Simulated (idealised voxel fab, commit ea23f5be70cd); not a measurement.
process module | voxel self aligned vias
cross-section cut | 230 nm wide | cells 5 nm
A cross-section is a grid of square cells, given in bands from the top down. A band is one or more rows of cells.
Each band's line starts with the height of the band's top and of its bottom, in nm. Then come its materials from left to right, each with its width in nm. One material with "throughout" fills the band from edge to edge. "air" is empty space.
Height 0 is the level under which the wafer as received is all one material. The lowest band goes on downwards, as in "0 down".
A width such as "30 to 40" changes by the same amount from each row of cells to the next, from the band's top row to its bottom row.
"no change" after a step means that no cell of the cross-section changed.
closed voids: empty space of 8 cells or more with no open way to the top, each as width x height at its distance from the left edge, in nm
after a step's settings: what the simulator itself notes on the step
overlay nm, on a step with a mask: how far to the right of its planned place the mask lay; to the left if negative
plan
1 op RECEIVE | material Si
2 op CONFORMAL_DEP | material SiO2 | thk nm 10
3 op CONFORMAL_DEP | material SiCN | thk nm 5
4 op DIRECTIONAL_DEP | material SiO2 | thk nm 30
5 op DIRECTIONAL_DEP | material aC | thk nm 10
6 op PATTERN | tone open | mask id LINES | material resist | width nm 20 | pitch nm 55 | thk nm 30 | overlay nm 0
7 op DIRECTIONAL_ETCH | etch materials aC | depth nm 10
8 op STRIP | etch materials resist
9 op DIRECTIONAL_ETCH | etch materials SiO2 | depth nm 30
10 op STRIP | etch materials aC
11 op CONFORMAL_DEP | material TiN | thk nm 5
12 op FILL_DEP | material Ru | thk nm 5
13 op CMP | height nm 45
14 op SELECTIVE_ETCH | etch materials W Ru TiN | depth nm 10
15 op FILL_DEP | material SiN | thk nm 10
16 op CMP | height nm 45
17 op DIRECTIONAL_DEP | material SiO2 | thk nm 20
18 op PATTERN | tone open | mask id VIAS | material resist | width nm 40 | pitch nm 110 | thk nm 20 | overlay nm 0
19 op DIRECTIONAL_ETCH | etch materials SiO2 | depth nm 20
20 op DIRECTIONAL_ETCH | etch materials SiN | depth nm 10
21 op STRIP | etch materials resist
22 op CONFORMAL_DEP | material TiN | thk nm 5
23 op FILL_DEP | material Cu | thk nm 10
24 op CMP | height nm 65
25 op CONFORMAL_DEP | material SiN | thk nm 5
as received, after step 1
  0 down: Si throughout
  closed voids: none
a wafer at the end: this start, this plan, one mistake
  70 to 65: SiN throughout
  65 to 60: SiO2 40 | TiN 15 | Cu 10 | TiN 15 | SiO2 70 | TiN 15 | Cu 10 | TiN 15 | SiO2 40
  60 to 45: SiO2 40 | TiN 40 | SiO2 70 | TiN 40 | SiO2 40
  45 to 35: SiO2 50 | TiN 20 | SiO2 35 | SiN 20 | SiO2 35 | TiN 20 | SiO2 50
  35 to 20: SiO2 50 | TiN 5 | Ru 10 | TiN 5 | SiO2 35 | TiN 5 | Ru 10 | TiN 5 | SiO2 35 | TiN 5 | Ru 10 | TiN 5 | SiO2 50
  20 to 15: SiO2 50 | TiN 20 | SiO2 35 | TiN 20 | SiO2 35 | TiN 20 | SiO2 50
  15 to 10: SiCN throughout
  10 to 0: SiO2 throughout
  0 down: Si throughout
  closed voids: none
what went wrong: step 22 ran as: op CONFORMAL_DEP | material TiN | thk nm 15
